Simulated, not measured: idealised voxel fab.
Module name: voxel transistor to metal (process module)
Shown is cross-section cut, with a width of 150 nm and square cells of size 5 nm.
A cross-section is written here as square cells arranged in a grid, and it is given in bands from the top down, each band taking up one or more rows of cells. This entry defines a band. It first specifies the height of the band's top and the height of its bottom in nm, and then specifies the band's materials from left to right, stating each material with its width in nm. The word "edge to edge" identifies a single material that fills the band from edge to edge, while the word "air" identifies empty space. A quick word on heights: they are counted from 0, and under that level the wafer as it came to us is one material throughout. The lowest band is different from the rest in having no bottom; it simply continues downward, written as in "z 0 and below". When a width is written as two numbers, as in "30 to 40", the first number is the width in the top row of cells of the band and the second is the width in its bottom row, and the width changes by the same amount from each row to the next. Reading "no change" for a step: not a cell of the cross-section changed in it. The list in "Sealed void list" covers empty spaces of 8 cells or more that cannot reach the top through any open way, and it gives each as width x height at distance; the distance is from the left edge, and width, height and distance are in nm. On a step's line, text after the settings is the simulator commenting on that step. overlay nm: mask offset rightward from planned place, masked step; negative means leftward offset.
THE STEPS PLANNED FOR THE PROCESS ARE AS FOLLOWS
1: RECEIVE,material Si
2: OXIDIZE,depth nm 5
3: CONFORMAL_DEP,material SiN,thk nm 10
4: PATTERN,tone cover,mask id ACTIVE,material resist,width nm 95,thk nm 20,overlay nm 0
5: DIRECTIONAL_ETCH,etch materials SiN,depth nm 10
6: DIRECTIONAL_ETCH,etch materials SiO2,depth nm 5
7: DIRECTIONAL_ETCH,etch materials Si,depth nm 35
8: STRIP,etch materials resist
9: FILL_DEP,material SiO2,thk nm 5
10: CMP,height nm 10
11: SELECTIVE_ETCH,etch materials SiO2,depth nm 10
12: STRIP,etch materials SiN
13: SELECTIVE_ETCH,etch materials SiO2,depth nm 5
14: OXIDIZE,depth nm 5
15: DIRECTIONAL_DEP,material polySi,thk nm 30
16: DIRECTIONAL_DEP,material SiCN,thk nm 10
17: MASKED_ETCH,tone cover,mask id GATE,width nm 25,etch materials SiCN,depth nm 20,overlay nm 0
18: MASKED_ETCH,tone cover,mask id GATE,width nm 25,etch materials polySi,depth nm 40,overlay nm 0
19: CONFORMAL_DEP,material SiO2,thk nm 5
20: DIRECTIONAL_ETCH,etch materials SiO2,depth nm 5
21: CONFORMAL_DEP,material SiN,thk nm 5
22: DIRECTIONAL_ETCH,etch materials SiN,depth nm 5
23: DIRECTIONAL_ETCH,etch materials SiO2,depth nm 5
24: DIRECTIONAL_ETCH,etch materials Si,depth nm 5
25: EPI,material SiGe,thk nm 10
26: FILL_DEP,material SiO2,thk nm 10
27: CMP,height nm 25
28: STRIP,etch materials polySi
29: SELECTIVE_ETCH,etch materials SiO2,depth nm 5
30: CONFORMAL_DEP,material HfO2,thk nm 5
31: CONFORMAL_DEP,material TiN,thk nm 5
32: FILL_DEP,material W,thk nm 10
33: CMP,height nm 20
34: DIRECTIONAL_DEP,material SiO2,thk nm 15
35: MASKED_ETCH,tone open,mask id CONTACT,width nm 15,pitch nm 70,etch materials SiO2,depth nm 40,overlay nm 0
36: CONFORMAL_DEP,material TiN,thk nm 5
37: FILL_DEP,material Ru,thk nm 10
38: CMP,height nm 35
39: CONFORMAL_DEP,material SiCN,thk nm 5
40: DIRECTIONAL_DEP,material SiO2,thk nm 20
41: PATTERN,tone open,mask id METAL_1,material resist,width nm 15,pitch nm 70,thk nm 15,overlay nm -15
42: DIRECTIONAL_ETCH,etch materials SiO2,depth nm 20
43: DIRECTIONAL_ETCH,etch materials SiCN,depth nm 5
44: STRIP,etch materials resist
45: CONFORMAL_DEP,material TiN,thk nm 5
46: FILL_DEP,material Cu,thk nm 10
47: CMP,height nm 60
48: CONFORMAL_DEP,material SiN,thk nm 5
What sets these wafers apart? The overlay nm at step 41. They all start alike, and the plan carries the first wafer's value.
STEP 1 COMPLETE: AS-RECEIVED CROSS-SECTION OF THE FIRST OF SEVERAL WAFERS
	z 0 and below  Si edge to edge
	Sealed void list: none
TABLE: WAFERS, A ROW EACH; END-OF-MODULE CELL CHANGE PER MATERIAL SINCE RECEIPT, GAIN (+), LOSS (-); THEN CLOSED VOIDS
overlay nm -15, +8 Cu, +17 HfO2, +12 Ru, -136 Si, +24 SiCN, +26 SiGe, +40 SiN, +318 SiO2, +69 TiN, +12 W, Sealed void list: none
overlay nm -10, +8 Cu, +17 HfO2, +12 Ru, -136 Si, +24 SiCN, +26 SiGe, +40 SiN, +318 SiO2, +69 TiN, +12 W, Sealed void list: none
overlay nm -5, +8 Cu, +17 HfO2, +12 Ru, -136 Si, +24 SiCN, +26 SiGe, +40 SiN, +318 SiO2, +69 TiN, +12 W, Sealed void list: none
overlay nm 0, +8 Cu, +17 HfO2, +12 Ru, -136 Si, +24 SiCN, +26 SiGe, +40 SiN, +318 SiO2, +69 TiN, +12 W, Sealed void list: none
overlay nm 5, +8 Cu, +17 HfO2, +12 Ru, -136 Si, +24 SiCN, +26 SiGe, +40 SiN, +318 SiO2, +69 TiN, +12 W, Sealed void list: none
overlay nm 10, +8 Cu, +17 HfO2, +12 Ru, -136 Si, +24 SiCN, +26 SiGe, +40 SiN, +318 SiO2, +69 TiN, +12 W, Sealed void list: none
overlay nm 15, +8 Cu, +17 HfO2, +12 Ru, -136 Si, +24 SiCN, +26 SiGe, +40 SiN, +318 SiO2, +69 TiN, +12 W, Sealed void list: none
